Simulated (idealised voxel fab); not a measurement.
Documented hereafter: the process module known as voxel self aligned contacts.
The cross-section on display is named cut; it measures 185 nm wide, and its cells are 5 nm squares.
Just so we're on the same page, the cross-sections are grids of square cells, and they're listed out in bands top to bottom, each band one or more rows deep.
The entry gives the band's vertical extent as a top height and a bottom height in nm, then its horizontal make-up as materials from left to right, each with a width in nm. "blank" stands for empty space; a single material marked "everywhere" fills the band edge to edge.
For the purposes of this specification, 0 denotes the height below which the wafer in its as-received condition is composed wholly of one material, and the lowermost band, lacking a lower limit, extends downward without end, as expressed in "top 0, no bottom".
When a width is written as two numbers, as in "30..40", the first number is the width in the top row of cells of the band and the second is the width in its bottom row, and the width changes by the same amount from each row to the next.
Any step labelled "no modification" changed none of the cells in the cross-section.
Under "Unvented voids" you'll find the enclosed gaps, the ones with no way out to the top, that are 8 cells or bigger; each reads width x height at distance, with distance counted from the left edge, everything in nm.
It should be noted that, on the line of a given step, the content following the step's settings is a remark produced by the simulator itself with respect to that step.
overlay nm: on a step with a mask, how far right of its planned place the mask lay; negative means left.
Structure of the following material. The material consists of pairs of cross-sections. Each pair comprises the cross-section before one process step and the cross-section after that step, the latter shown only down to the lowest band that changed. The step between the cross-sections is specified beneath each pair, including its settings. Pairs are not necessarily consecutive: they may derive from different runs of this module performed on the same starting wafer. Continuity with the pair above is to be assumed only where the entry headed "Status quo ante" of the pair in question states it.

## Status quo ante
* top 45, bottom 40: SiO2 70 nm / blank 45 nm / SiO2 70 nm
* top 40, bottom 25: SiO2 40 nm / SiN 40 nm / blank 25 nm / SiN 40 nm / SiO2 40 nm
* top 25, bottom 20: SiO2 80 nm / blank 25 nm / SiO2 80 nm
* top 20, bottom 0: polySi everywhere
* top 0, no bottom: Si everywhere
* Unvented voids: none

## Step Outcome
* top 50, bottom 45: TiN 75 nm / blank 35 nm / TiN 75 nm
* top 45, bottom 40: SiO2 70 nm / TiN 15 nm / blank 15 nm / TiN 15 nm / SiO2 70 nm
* top 40, bottom 25: SiO2 40 nm / SiN 40 nm / TiN 5 nm / blank 15 nm / TiN 5 nm / SiN 40 nm / SiO2 40 nm
* top 25, bottom 20: SiO2 80 nm / TiN 25 nm / SiO2 80 nm
* below 20: unchanged
* Unvented voids: none
Step that separates the before view from the after view above: CONFORMAL_DEP with material TiN, thk nm 5

Status quo ante: equal to the after panel directly above.

## Step Outcome
* top 60, bottom 50: W everywhere
* top 50, bottom 45: TiN 75 nm / W 35 nm / TiN 75 nm
* top 45, bottom 40: SiO2 70 nm / TiN 15 nm / W 15 nm / TiN 15 nm / SiO2 70 nm
* top 40, bottom 25: SiO2 40 nm / SiN 40 nm / TiN 5 nm / W 15 nm / TiN 5 nm / SiN 40 nm / SiO2 40 nm
* below 25: unchanged
* Unvented voids: none
Step that separates the before view from the after view above: FILL_DEP with material W, thk nm 10

Status quo ante: equal to the after panel directly above.

## Step Outcome
* top 45, bottom 40: SiO2 70 nm / TiN 15 nm / W 15 nm / TiN 15 nm / SiO2 70 nm
* below 40: unchanged
* Unvented voids: none
Step that separates the before view from the after view above: CMP with height nm 45

Status quo ante: equal to the after panel directly above.

## Step Outcome
* top 50, bottom 45: SiCN everywhere
* below 45: unchanged
* Unvented voids: none
Step that separates the before view from the after view above: CONFORMAL_DEP with material SiCN, thk nm 5

## Status quo ante
* top 55, bottom 40: SiO2 everywhere
* top 40, bottom 25: SiO2 40 nm / SiN 40 nm / SiO2 25 nm / SiN 40 nm / SiO2 40 nm
* top 25, bottom 5: SiO2 40 nm / SiN 5 nm / polySi 30 nm / SiN 5 nm / SiO2 25 nm / SiN 5 nm / polySi 30 nm / SiN 5 nm / SiO2 40 nm
* top 5, bottom 0: SiO2 everywhere
* top 0, no bottom: Si everywhere
* Unvented voids: none

## Step Outcome
* top 35, bottom 25: SiO2 40 nm / SiN 40 nm / SiO2 25 nm / SiN 40 nm / SiO2 40 nm
* below 25: unchanged
* Unvented voids: none
Step that separates the before view from the after view above: CMP with height nm 35

Status quo ante: equal to the after panel directly above.

## Step Outcome
* top 50, bottom 35: aC everywhere
* below 35: unchanged
* Unvented voids: none
Step that separates the before view from the after view above: DIRECTIONAL_DEP with material aC, thk nm 15

Status quo ante: equal to the after panel directly above.

## Step Outcome
* top 80, bottom 50: resist 70 nm / blank 45 nm / resist 70 nm
* below 50: unchanged
* Unvented voids: none
Step that separates the before view from the after view above: PATTERN with tone open, mask id CONTACT, material resist, width nm 45, thk nm 30, overlay nm 0

Status quo ante: equal to the after panel directly above.

## Step Outcome
* top 65, bottom 50: resist 70 nm / blank 45 nm / resist 70 nm
* top 50, bottom 35: aC 70 nm / blank 45 nm / aC 70 nm
* below 35: unchanged
* Unvented voids: none
Step that separates the before view from the after view above: DIRECTIONAL_ETCH with etch materials aC, depth nm 15

Status quo ante: equal to the after panel directly above.

## Step Outcome
* top 50, bottom 35: aC 70 nm / blank 45 nm / aC 70 nm
* below 35: unchanged
* Unvented voids: none
Step that separates the before view from the after view above: STRIP with etch materials resist

Status quo ante: equal to the after panel directly above.

## Step Outcome
* top 50, bottom 35: aC 70 nm / blank 45 nm / aC 70 nm
* top 35, bottom 25: SiO2 40 nm / SiN 40 nm / blank 25 nm / SiN 40 nm / SiO2 40 nm
* top 25, bottom 5: SiO2 40 nm / SiN 5 nm / polySi 30 nm / SiN 5 nm / blank 25 nm / SiN 5 nm / polySi 30 nm / SiN 5 nm / SiO2 40 nm
* top 5, bottom 0: SiO2 80 nm / blank 25 nm / SiO2 80 nm
* below 0: unchanged
* Unvented voids: none
Step that separates the before view from the after view above: DIRECTIONAL_ETCH with etch materials SiO2, depth nm 45

Status quo ante: equal to the after panel directly above.

## Step Outcome
* top 35, bottom 25: SiO2 40 nm / SiN 40 nm / blank 25 nm / SiN 40 nm / SiO2 40 nm
* below 25: unchanged
* Unvented voids: none
Step that separates the before view from the after view above: STRIP with etch materials aC

Status quo ante: equal to the after panel directly above.

## Step Outcome
* top 40, bottom 35: TiN 85 nm / blank 15 nm / TiN 85 nm
* top 35, bottom 25: SiO2 40 nm / SiN 40 nm / TiN 5 nm / blank 15 nm / TiN 5 nm / SiN 40 nm / SiO2 40 nm
* top 25, bottom 5: SiO2 40 nm / SiN 5 nm / polySi 30 nm / SiN 5 nm / TiN 5 nm / blank 15 nm / TiN 5 nm / SiN 5 nm / polySi 30 nm / SiN 5 nm / SiO2 40 nm
* top 5, bottom 0: SiO2 80 nm / TiN 25 nm / SiO2 80 nm
* below 0: unchanged
* Unvented voids: none
Step that separates the before view from the after view above: CONFORMAL_DEP with material TiN, thk nm 5

Status quo ante: equal to the after panel directly above.

## Step Outcome
* top 50, bottom 40: W everywhere
* top 40, bottom 35: TiN 85 nm / W 15 nm / TiN 85 nm
* top 35, bottom 25: SiO2 40 nm / SiN 40 nm / TiN 5 nm / W 15 nm / TiN 5 nm / SiN 40 nm / SiO2 40 nm
* top 25, bottom 5: SiO2 40 nm / SiN 5 nm / polySi 30 nm / SiN 5 nm / TiN 5 nm / W 15 nm / TiN 5 nm / SiN 5 nm / polySi 30 nm / SiN 5 nm / SiO2 40 nm
* below 5: unchanged
* Unvented voids: none
Step that separates the before view from the after view above: FILL_DEP with material W, thk nm 10

Status quo ante: equal to the after panel directly above.

## Step Outcome
* top 45, bottom 40: W everywhere
* below 40: unchanged
* Unvented voids: none
Step that separates the before view from the after view above: CMP with height nm 45

Status quo ante: equal to the after panel directly above.

## Step Outcome
* top 50, bottom 45: SiCN everywhere
* below 45: unchanged
* Unvented voids: none
Step that separates the before view from the after view above: CONFORMAL_DEP with material SiCN, thk nm 5

## Status quo ante
* top 50, bottom 40: aC everywhere
* top 40, bottom 25: SiN everywhere
* top 25, bottom 5: polySi everywhere
* top 5, bottom 0: SiO2 everywhere
* top 0, no bottom: Si everywhere
* Unvented voids: none

## Step Outcome
* top 80, bottom 50: blank 50 nm / resist 25 nm / blank 40 nm / resist 25 nm / blank 45 nm
* below 50: unchanged
* Unvented voids: none
Step that separates the before view from the after view above: PATTERN with tone cover, mask id GATE, material resist, width nm 25, pitch nm 65, thk nm 30, overlay nm 0

Status quo ante: equal to the after panel directly above.

## Step Outcome
* top 70, bottom 50: blank 50 nm / resist 25 nm / blank 40 nm / resist 25 nm / blank 45 nm
* top 50, bottom 40: blank 50 nm / aC 25 nm / blank 40 nm / aC 25 nm / blank 45 nm
* below 40: unchanged
* Unvented voids: none
Step that separates the before view from the after view above: DIRECTIONAL_ETCH with etch materials aC, depth nm 10

Status quo ante: equal to the after panel directly above.

## Step Outcome
* top 50, bottom 40: blank 50 nm / aC 25 nm / blank 40 nm / aC 25 nm / blank 45 nm
* below 40: unchanged
* Unvented voids: none
Step that separates the before view from the after view above: STRIP with etch materials resist

Status quo ante: equal to the after panel directly above.

## Step Outcome
* top 50, bottom 40: blank 50 nm / aC 25 nm / blank 40 nm / aC 25 nm / blank 45 nm
* top 40, bottom 25: blank 50 nm / SiN 25 nm / blank 40 nm / SiN 25 nm / blank 45 nm
* below 25: unchanged
* Unvented voids: none
Step that separates the before view from the after view above: DIRECTIONAL_ETCH with etch materials SiN, depth nm 15

Status quo ante: equal to the after panel directly above.

## Step Outcome
* top 50, bottom 40: blank 50 nm / aC 25 nm / blank 40 nm / aC 25 nm / blank 45 nm
* top 40, bottom 25: blank 50 nm / SiN 25 nm / blank 40 nm / SiN 25 nm / blank 45 nm
* top 25, bottom 5: blank 50 nm / polySi 25 nm / blank 40 nm / polySi 25 nm / blank 45 nm
* below 5: unchanged
* Unvented voids: none
Step that separates the before view from the after view above: DIRECTIONAL_ETCH with etch materials polySi, depth nm 20

Status quo ante: equal to the after panel directly above.

## Step Outcome
* top 40, bottom 25: blank 50 nm / SiN 25 nm / blank 40 nm / SiN 25 nm / blank 45 nm
* below 25: unchanged
* Unvented voids: none
Step that separates the before view from the after view above: STRIP with etch materials aC

Status quo ante: equal to the after panel directly above.

## Step Outcome
* top 45, bottom 25: blank 45 nm / SiN 35 nm / blank 30 nm / SiN 35 nm / blank 40 nm
* top 25, bottom 10: blank 45 nm / SiN 5 nm / polySi 25 nm / SiN 5 nm / blank 30 nm / SiN 5 nm / polySi 25 nm / SiN 5 nm / blank 40 nm
* top 10, bottom 5: SiN 50 nm / polySi 25 nm / SiN 40 nm / polySi 25 nm / SiN 45 nm
* below 5: unchanged
* Unvented voids: none
Step that separates the before view from the after view above: CONFORMAL_DEP with material SiN, thk nm 5

Status quo ante: equal to the after panel directly above.

## Step Outcome
* top 40, bottom 25: blank 45 nm / SiN 35 nm / blank 30 nm / SiN 35 nm / blank 40 nm
* top 25, bottom 5: blank 45 nm / SiN 5 nm / polySi 25 nm / SiN 5 nm / blank 30 nm / SiN 5 nm / polySi 25 nm / SiN 5 nm / blank 40 nm
* below 5: unchanged
* Unvented voids: none
Step that separates the before view from the after view above: DIRECTIONAL_ETCH with etch materials SiN, depth nm 5

Status quo ante: equal to the after panel directly above.

## Step Outcome
* top 55, bottom 40: SiO2 everywhere
* top 40, bottom 25: SiO2 45 nm / SiN 35 nm / SiO2 30 nm / SiN 35 nm / SiO2 40 nm
* top 25, bottom 5: SiO2 45 nm / SiN 5 nm / polySi 25 nm / SiN 5 nm / SiO2 30 nm / SiN 5 nm / polySi 25 nm / SiN 5 nm / SiO2 40 nm
* below 5: unchanged
* Unvented voids: none
Step that separates the before view from the after view above: FILL_DEP with material SiO2, thk nm 15

Status quo ante: equal to the after panel directly above.

## Step Outcome
* top 45, bottom 40: SiO2 everywhere
* below 40: unchanged
* Unvented voids: none
Step that separates the before view from the after view above: CMP with height nm 45

Status quo ante: equal to the after panel directly above.

## Step Outcome
* top 60, bottom 45: aC everywhere
* below 45: unchanged
* Unvented voids: none
Step that separates the before view from the after view above: DIRECTIONAL_DEP with material aC, thk nm 15

Status quo ante: equal to the after panel directly above.

## Step Outcome
* top 90, bottom 60: resist 70 nm / blank 45 nm / resist 70 nm
* below 60: unchanged
* Unvented voids: none
Step that separates the before view from the after view above: PATTERN with tone open, mask id CONTACT, material resist, width nm 45, thk nm 30, overlay nm 0

Status quo ante: equal to the after panel directly above.

## Step Outcome
* top 75, bottom 60: resist 70 nm / blank 45 nm / resist 70 nm
* top 60, bottom 45: aC 70 nm / blank 45 nm / aC 70 nm
* below 45: unchanged
* Unvented voids: none
Step that separates the before view from the after view above: DIRECTIONAL_ETCH with etch materials aC, depth nm 15

Status quo ante: equal to the after panel directly above.

## Step Outcome
* top 60, bottom 45: aC 70 nm / blank 45 nm / aC 70 nm
* below 45: unchanged
* Unvented voids: none
Step that separates the before view from the after view above: STRIP with etch materials resist

Status quo ante: equal to the after panel directly above.

## Step Outcome
* top 60, bottom 45: aC 70 nm / blank 45 nm / aC 70 nm
* top 45, bottom 40: SiO2 70 nm / blank 45 nm / SiO2 70 nm
* top 40, bottom 25: SiO2 45 nm / SiN 35 nm / blank 30 nm / SiN 35 nm / SiO2 40 nm
* top 25, bottom 5: SiO2 45 nm / SiN 5 nm / polySi 25 nm / SiN 5 nm / blank 30 nm / SiN 5 nm / polySi 25 nm / SiN 5 nm / SiO2 40 nm
* top 5, bottom 0: SiO2 80 nm / blank 30 nm / SiO2 75 nm
* below 0: unchanged
* Unvented voids: none
Step that separates the before view from the after view above: DIRECTIONAL_ETCH with etch materials SiO2, depth nm 45

Status quo ante: equal to the after panel directly above.

## Step Outcome
* top 45, bottom 40: SiO2 70 nm / blank 45 nm / SiO2 70 nm
* below 40: unchanged
* Unvented voids: none
Step that separates the before view from the after view above: STRIP with etch materials aC

Status quo ante: equal to the after panel directly above.

## Step Outcome
* top 50, bottom 45: TiN 75 nm / blank 35 nm / TiN 75 nm
* top 45, bottom 40: SiO2 70 nm / TiN 15 nm / blank 20 nm / TiN 10 nm / SiO2 70 nm
* top 40, bottom 25: SiO2 45 nm / SiN 35 nm / TiN 5 nm / blank 20 nm / TiN 5 nm / SiN 35 nm / SiO2 40 nm
* top 25, bottom 5: SiO2 45 nm / SiN 5 nm / polySi 25 nm / SiN 5 nm / TiN 5 nm / blank 20 nm / TiN 5 nm / SiN 5 nm / polySi 25 nm / SiN 5 nm / SiO2 40 nm
* top 5, bottom 0: SiO2 80 nm / TiN 30 nm / SiO2 75 nm
* below 0: unchanged
* Unvented voids: none
Step that separates the before view from the after view above: CONFORMAL_DEP with material TiN, thk nm 5

Status quo ante: equal to the after panel directly above.

## Step Outcome
* top 60, bottom 50: W everywhere
* top 50, bottom 45: TiN 75 nm / W 35 nm / TiN 75 nm
* top 45, bottom 40: SiO2 70 nm / TiN 15 nm / W 20 nm / TiN 10 nm / SiO2 70 nm
* top 40, bottom 25: SiO2 45 nm / SiN 35 nm / TiN 5 nm / W 20 nm / TiN 5 nm / SiN 35 nm / SiO2 40 nm
* top 25, bottom 5: SiO2 45 nm / SiN 5 nm / polySi 25 nm / SiN 5 nm / TiN 5 nm / W 20 nm / TiN 5 nm / SiN 5 nm / polySi 25 nm / SiN 5 nm / SiO2 40 nm
* below 5: unchanged
* Unvented voids: none
Step that separates the before view from the after view above: FILL_DEP with material W, thk nm 10

Status quo ante: equal to the after panel directly above.

## Step Outcome
* top 45, bottom 40: SiO2 70 nm / TiN 15 nm / W 20 nm / TiN 10 nm / SiO2 70 nm
* below 40: unchanged
* Unvented voids: none
Step that separates the before view from the after view above: CMP with height nm 45

Status quo ante: equal to the after panel directly above.

## Step Outcome
* top 50, bottom 45: SiCN everywhere
* below 45: unchanged
* Unvented voids: none
Step that separates the before view from the after view above: CONFORMAL_DEP with material SiCN, thk nm 5

## Status quo ante
* top 50, bottom 40: aC everywhere
* top 40, bottom 25: SiN everywhere
* top 25, bottom 5: polySi everywhere
* top 5, bottom 0: SiO2 everywhere
* top 0, no bottom: Si everywhere
* Unvented voids: none

## Step Outcome
* top 80, bottom 50: blank 55 nm / resist 30 nm / blank 35 nm / resist 30 nm / blank 35 nm
* below 50: unchanged
* Unvented voids: none
Step that separates the before view from the after view above: PATTERN with tone cover, mask id GATE, material resist, width nm 30, pitch nm 65, thk nm 30, overlay nm 10

Status quo ante: equal to the after panel directly above.

## Step Outcome
* top 70, bottom 50: blank 55 nm / resist 30 nm / blank 35 nm / resist 30 nm / blank 35 nm
* top 50, bottom 40: blank 55 nm / aC 30 nm / blank 35 nm / aC 30 nm / blank 35 nm
* below 40: unchanged
* Unvented voids: none
Step that separates the before view from the after view above: DIRECTIONAL_ETCH with etch materials aC, depth nm 10

Status quo ante: equal to the after panel directly above.

## Step Outcome
* top 50, bottom 40: blank 55 nm / aC 30 nm / blank 35 nm / aC 30 nm / blank 35 nm
* below 40: unchanged
* Unvented voids: none
Step that separates the before view from the after view above: STRIP with etch materials resist

Status quo ante: equal to the after panel directly above.

## Step Outcome
* top 50, bottom 40: blank 55 nm / aC 30 nm / blank 35 nm / aC 30 nm / blank 35 nm
* top 40, bottom 25: blank 55 nm / SiN 30 nm / blank 35 nm / SiN 30 nm / blank 35 nm
* below 25: unchanged
* Unvented voids: none
Step that separates the before view from the after view above: DIRECTIONAL_ETCH with etch materials SiN, depth nm 15

Status quo ante: equal to the after panel directly above.

## Step Outcome
* top 50, bottom 40: blank 55 nm / aC 30 nm / blank 35 nm / aC 30 nm / blank 35 nm
* top 40, bottom 25: blank 55 nm / SiN 30 nm / blank 35 nm / SiN 30 nm / blank 35 nm
* top 25, bottom 5: blank 55 nm / polySi 30 nm / blank 35 nm / polySi 30 nm / blank 35 nm
* below 5: unchanged
* Unvented voids: none
Step that separates the before view from the after view above: DIRECTIONAL_ETCH with etch materials polySi, depth nm 20

Status quo ante: equal to the after panel directly above.

## Step Outcome
* top 40, bottom 25: blank 55 nm / SiN 30 nm / blank 35 nm / SiN 30 nm / blank 35 nm
* below 25: unchanged
* Unvented voids: none
Step that separates the before view from the after view above: STRIP with etch materials aC

Status quo ante: equal to the after panel directly above.

## Step Outcome
* top 45, bottom 25: blank 50 nm / SiN 40 nm / blank 25 nm / SiN 40 nm / blank 30 nm
* top 25, bottom 10: blank 50 nm / SiN 5 nm / polySi 30 nm / SiN 5 nm / blank 25 nm / SiN 5 nm / polySi 30 nm / SiN 5 nm / blank 30 nm
* top 10, bottom 5: SiN 55 nm / polySi 30 nm / SiN 35 nm / polySi 30 nm / SiN 35 nm
* below 5: unchanged
* Unvented voids: none
Step that separates the before view from the after view above: CONFORMAL_DEP with material SiN, thk nm 5

Status quo ante: equal to the after panel directly above.

## Step Outcome
* top 40, bottom 25: blank 50 nm / SiN 40 nm / blank 25 nm / SiN 40 nm / blank 30 nm
* top 25, bottom 5: blank 50 nm / SiN 5 nm / polySi 30 nm / SiN 5 nm / blank 25 nm / SiN 5 nm / polySi 30 nm / SiN 5 nm / blank 30 nm
* below 5: unchanged
* Unvented voids: none
Step that separates the before view from the after view above: DIRECTIONAL_ETCH with etch materials SiN, depth nm 5

Status quo ante: equal to the after panel directly above.

## Step Outcome
* top 55, bottom 40: SiO2 everywhere
* top 40, bottom 25: SiO2 50 nm / SiN 40 nm / SiO2 25 nm / SiN 40 nm / SiO2 30 nm
* top 25, bottom 5: SiO2 50 nm / SiN 5 nm / polySi 30 nm / SiN 5 nm / SiO2 25 nm / SiN 5 nm / polySi 30 nm / SiN 5 nm / SiO2 30 nm
* below 5: unchanged
* Unvented voids: none
Step that separates the before view from the after view above: FILL_DEP with material SiO2, thk nm 15

Status quo ante: equal to the after panel directly above.

## Step Outcome
* top 45, bottom 40: SiO2 everywhere
* below 40: unchanged
* Unvented voids: none
Step that separates the before view from the after view above: CMP with height nm 45

Status quo ante: equal to the after panel directly above.

## Step Outcome
* top 60, bottom 45: aC everywhere
* below 45: unchanged
* Unvented voids: none
Step that separates the before view from the after view above: DIRECTIONAL_DEP with material aC, thk nm 15

Status quo ante: equal to the after panel directly above.

## Step Outcome
* top 90, bottom 60: resist 70 nm / blank 45 nm / resist 70 nm
* below 60: unchanged
* Unvented voids: none
Step that separates the before view from the after view above: PATTERN with tone open, mask id CONTACT, material resist, width nm 45, thk nm 30, overlay nm 0

Status quo ante: equal to the after panel directly above.

## Step Outcome
* top 75, bottom 60: resist 70 nm / blank 45 nm / resist 70 nm
* top 60, bottom 45: aC 70 nm / blank 45 nm / aC 70 nm
* below 45: unchanged
* Unvented voids: none
Step that separates the before view from the after view above: DIRECTIONAL_ETCH with etch materials aC, depth nm 15

Status quo ante: equal to the after panel directly above.

## Step Outcome
* top 60, bottom 45: aC 70 nm / blank 45 nm / aC 70 nm
* below 45: unchanged
* Unvented voids: none
Step that separates the before view from the after view above: STRIP with etch materials resist

Status quo ante: equal to the after panel directly above.

## Step Outcome
* top 60, bottom 45: aC 70 nm / blank 45 nm / aC 70 nm
* top 45, bottom 40: SiO2 70 nm / blank 45 nm / SiO2 70 nm
* top 40, bottom 25: SiO2 50 nm / SiN 40 nm / blank 25 nm / SiN 40 nm / SiO2 30 nm
* top 25, bottom 5: SiO2 50 nm / SiN 5 nm / polySi 30 nm / SiN 5 nm / blank 25 nm / SiN 5 nm / polySi 30 nm / SiN 5 nm / SiO2 30 nm
* top 5, bottom 0: SiO2 90 nm / blank 25 nm / SiO2 70 nm
* below 0: unchanged
* Unvented voids: none
Step that separates the before view from the after view above: DIRECTIONAL_ETCH with etch materials SiO2, depth nm 45

Status quo ante: equal to the after panel directly above.

## Step Outcome
* top 45, bottom 40: SiO2 70 nm / blank 45 nm / SiO2 70 nm
* below 40: unchanged
* Unvented voids: none
Step that separates the before view from the after view above: STRIP with etch materials aC

Status quo ante: equal to the after panel directly above.

## Step Outcome
* top 50, bottom 45: TiN 75 nm / blank 35 nm / TiN 75 nm
* top 45, bottom 40: SiO2 70 nm / TiN 25 nm / blank 15 nm / TiN 5 nm / SiO2 70 nm
* top 40, bottom 25: SiO2 50 nm / SiN 40 nm / TiN 5 nm / blank 15 nm / TiN 5 nm / SiN 40 nm / SiO2 30 nm
* top 25, bottom 5: SiO2 50 nm / SiN 5 nm / polySi 30 nm / SiN 5 nm / TiN 5 nm / blank 15 nm / TiN 5 nm / SiN 5 nm / polySi 30 nm / SiN 5 nm / SiO2 30 nm
* top 5, bottom 0: SiO2 90 nm / TiN 25 nm / SiO2 70 nm
* below 0: unchanged
* Unvented voids: none
Step that separates the before view from the after view above: CONFORMAL_DEP with material TiN, thk nm 5

Status quo ante: equal to the after panel directly above.

## Step Outcome
* top 60, bottom 50: W everywhere
* top 50, bottom 45: TiN 75 nm / W 35 nm / TiN 75 nm
* top 45, bottom 40: SiO2 70 nm / TiN 25 nm / W 15 nm / TiN 5 nm / SiO2 70 nm
* top 40, bottom 25: SiO2 50 nm / SiN 40 nm / TiN 5 nm / W 15 nm / TiN 5 nm / SiN 40 nm / SiO2 30 nm
* top 25, bottom 5: SiO2 50 nm / SiN 5 nm / polySi 30 nm / SiN 5 nm / TiN 5 nm / W 15 nm / TiN 5 nm / SiN 5 nm / polySi 30 nm / SiN 5 nm / SiO2 30 nm
* below 5: unchanged
* Unvented voids: none
Step that separates the before view from the after view above: FILL_DEP with material W, thk nm 10

Status quo ante: equal to the after panel directly above.

## Step Outcome
* top 45, bottom 40: SiO2 70 nm / TiN 25 nm / W 15 nm / TiN 5 nm / SiO2 70 nm
* below 40: unchanged
* Unvented voids: none
Step that separates the before view from the after view above: CMP with height nm 45

Status quo ante: equal to the after panel directly above.

## Step Outcome
* top 50, bottom 45: SiCN everywhere
* below 45: unchanged
* Unvented voids: none
Step that separates the before view from the after view above: CONFORMAL_DEP with material SiCN, thk nm 5

## Status quo ante
* top 40, bottom 25: blank 45 nm / SiN 30 nm / blank 35 nm / SiN 30 nm / blank 45 nm
* top 25, bottom 5: blank 45 nm / polySi 30 nm / blank 35 nm / polySi 30 nm / blank 45 nm
* top 5, bottom 0: SiO2 everywhere
* top 0, no bottom: Si everywhere
* Unvented voids: none

## Step Outcome
* top 45, bottom 40: blank 40 nm / SiO2 40 nm / blank 25 nm / SiO2 40 nm / blank 40 nm
* top 40, bottom 25: blank 40 nm / SiO2 5 nm / SiN 30 nm / SiO2 5 nm / blank 25 nm / SiO2 5 nm / SiN 30 nm / SiO2 5 nm / blank 40 nm
* top 25, bottom 10: blank 40 nm / SiO2 5 nm / polySi 30 nm / SiO2 5 nm / blank 25 nm / SiO2 5 nm / polySi 30 nm / SiO2 5 nm / blank 40 nm
* top 10, bottom 5: SiO2 45 nm / polySi 30 nm / SiO2 35 nm / polySi 30 nm / SiO2 45 nm
* below 5: unchanged
* Unvented voids: none
Step that separates the before view from the after view above: CONFORMAL_DEP with material SiO2, thk nm 5

Status quo ante: equal to the after panel directly above.

## Step Outcome
* top 60, bottom 40: SiO2 everywhere
* top 40, bottom 25: SiO2 45 nm / SiN 30 nm / SiO2 35 nm / SiN 30 nm / SiO2 45 nm
* top 25, bottom 5: SiO2 45 nm / polySi 30 nm / SiO2 35 nm / polySi 30 nm / SiO2 45 nm
* below 5: unchanged
* Unvented voids: none
Step that separates the before view from the after view above: FILL_DEP with material SiO2, thk nm 15

Status quo ante: equal to the after panel directly above.

## Step Outcome
* top 45, bottom 40: SiO2 everywhere
* below 40: unchanged
* Unvented voids: none
Step that separates the before view from the after view above: CMP with height nm 45

Status quo ante: equal to the after panel directly above.

## Step Outcome
* top 60, bottom 45: aC everywhere
* below 45: unchanged
* Unvented voids: none
Step that separates the before view from the after view above: DIRECTIONAL_DEP with material aC, thk nm 15

Status quo ante: equal to the after panel directly above.

## Step Outcome
* top 90, bottom 60: resist 70 nm / blank 45 nm / resist 70 nm
* below 60: unchanged
* Unvented voids: none
Step that separates the before view from the after view above: PATTERN with tone open, mask id CONTACT, material resist, width nm 45, thk nm 30, overlay nm 0

Status quo ante: equal to the after panel directly above.

## Step Outcome
* top 75, bottom 60: resist 70 nm / blank 45 nm / resist 70 nm
* top 60, bottom 45: aC 70 nm / blank 45 nm / aC 70 nm
* below 45: unchanged
* Unvented voids: none
Step that separates the before view from the after view above: DIRECTIONAL_ETCH with etch materials aC, depth nm 15

Status quo ante: equal to the after panel directly above.

## Step Outcome
* top 60, bottom 45: aC 70 nm / blank 45 nm / aC 70 nm
* below 45: unchanged
* Unvented voids: none
Step that separates the before view from the after view above: STRIP with etch materials resist

Status quo ante: equal to the after panel directly above.

## Step Outcome
* top 60, bottom 45: aC 70 nm / blank 45 nm / aC 70 nm
* top 45, bottom 40: SiO2 70 nm / blank 45 nm / SiO2 70 nm
* top 40, bottom 25: SiO2 45 nm / SiN 30 nm / blank 35 nm / SiN 30 nm / SiO2 45 nm
* top 25, bottom 5: SiO2 45 nm / polySi 30 nm / blank 35 nm / polySi 30 nm / SiO2 45 nm
* top 5, bottom 0: SiO2 75 nm / blank 35 nm / SiO2 75 nm
* below 0: unchanged
* Unvented voids: none
Step that separates the before view from the after view above: DIRECTIONAL_ETCH with etch materials SiO2, depth nm 45

Status quo ante: equal to the after panel directly above.

## Step Outcome
* top 45, bottom 40: SiO2 70 nm / blank 45 nm / SiO2 70 nm
* below 40: unchanged
* Unvented voids: none
Step that separates the before view from the after view above: STRIP with etch materials aC

Status quo ante: equal to the after panel directly above.

## Step Outcome
* top 50, bottom 45: TiN 75 nm / blank 35 nm / TiN 75 nm
* top 45, bottom 40: SiO2 70 nm / TiN 10 nm / blank 25 nm / TiN 10 nm / SiO2 70 nm
* top 40, bottom 25: SiO2 45 nm / SiN 30 nm / TiN 5 nm / blank 25 nm / TiN 5 nm / SiN 30 nm / SiO2 45 nm
* top 25, bottom 5: SiO2 45 nm / polySi 30 nm / TiN 5 nm / blank 25 nm / TiN 5 nm / polySi 30 nm / SiO2 45 nm
* top 5, bottom 0: SiO2 75 nm / TiN 35 nm / SiO2 75 nm
* below 0: unchanged
* Unvented voids: none
Step that separates the before view from the after view above: CONFORMAL_DEP with material TiN, thk nm 5

Status quo ante: equal to the after panel directly above.

## Step Outcome
* top 60, bottom 50: W everywhere
* top 50, bottom 45: TiN 75 nm / W 35 nm / TiN 75 nm
* top 45, bottom 40: SiO2 70 nm / TiN 10 nm / W 25 nm / TiN 10 nm / SiO2 70 nm
* top 40, bottom 25: SiO2 45 nm / SiN 30 nm / TiN 5 nm / W 25 nm / TiN 5 nm / SiN 30 nm / SiO2 45 nm
* top 25, bottom 5: SiO2 45 nm / polySi 30 nm / TiN 5 nm / W 25 nm / TiN 5 nm / polySi 30 nm / SiO2 45 nm
* below 5: unchanged
* Unvented voids: none
Step that separates the before view from the after view above: FILL_DEP with material W, thk nm 10

Status quo ante: equal to the after panel directly above.

## Step Outcome
* top 45, bottom 40: SiO2 70 nm / TiN 10 nm / W 25 nm / TiN 10 nm / SiO2 70 nm
* below 40: unchanged
* Unvented voids: none
Step that separates the before view from the after view above: CMP with height nm 45

Status quo ante: equal to the after panel directly above.

## Step Outcome
* top 50, bottom 45: SiCN everywhere
* below 45: unchanged
* Unvented voids: none
Step that separates the before view from the after view above: CONFORMAL_DEP with material SiCN, thk nm 5

## Status quo ante
* top 60, bottom 45: aC everywhere
* top 45, bottom 40: SiO2 everywhere
* top 40, bottom 25: SiO2 40 nm / SiN 40 nm / SiO2 25 nm / SiN 40 nm / SiO2 40 nm
* top 25, bottom 5: SiO2 40 nm / SiN 5 nm / polySi 30 nm / SiN 5 nm / SiO2 25 nm / SiN 5 nm / polySi 30 nm / SiN 5 nm / SiO2 40 nm
* top 5, bottom 0: SiO2 everywhere
* top 0, no bottom: Si everywhere
* Unvented voids: none

## Step Outcome
* top 90, bottom 60: blank 70 nm / resist 45 nm / blank 70 nm
* below 60: unchanged
* Unvented voids: none
Step that separates the before view from the after view above: PATTERN with tone cover, mask id CONTACT, material resist, width nm 45, thk nm 30, overlay nm 0

Status quo ante: equal to the after panel directly above.

## Step Outcome
* top 75, bottom 60: blank 70 nm / resist 45 nm / blank 70 nm
* top 60, bottom 45: blank 70 nm / aC 45 nm / blank 70 nm
* below 45: unchanged
* Unvented voids: none
Step that separates the before view from the after view above: DIRECTIONAL_ETCH with etch materials aC, depth nm 15

Status quo ante: equal to the after panel directly above.

## Step Outcome
* top 60, bottom 45: blank 70 nm / aC 45 nm / blank 70 nm
* below 45: unchanged
* Unvented voids: none
Step that separates the before view from the after view above: STRIP with etch materials resist
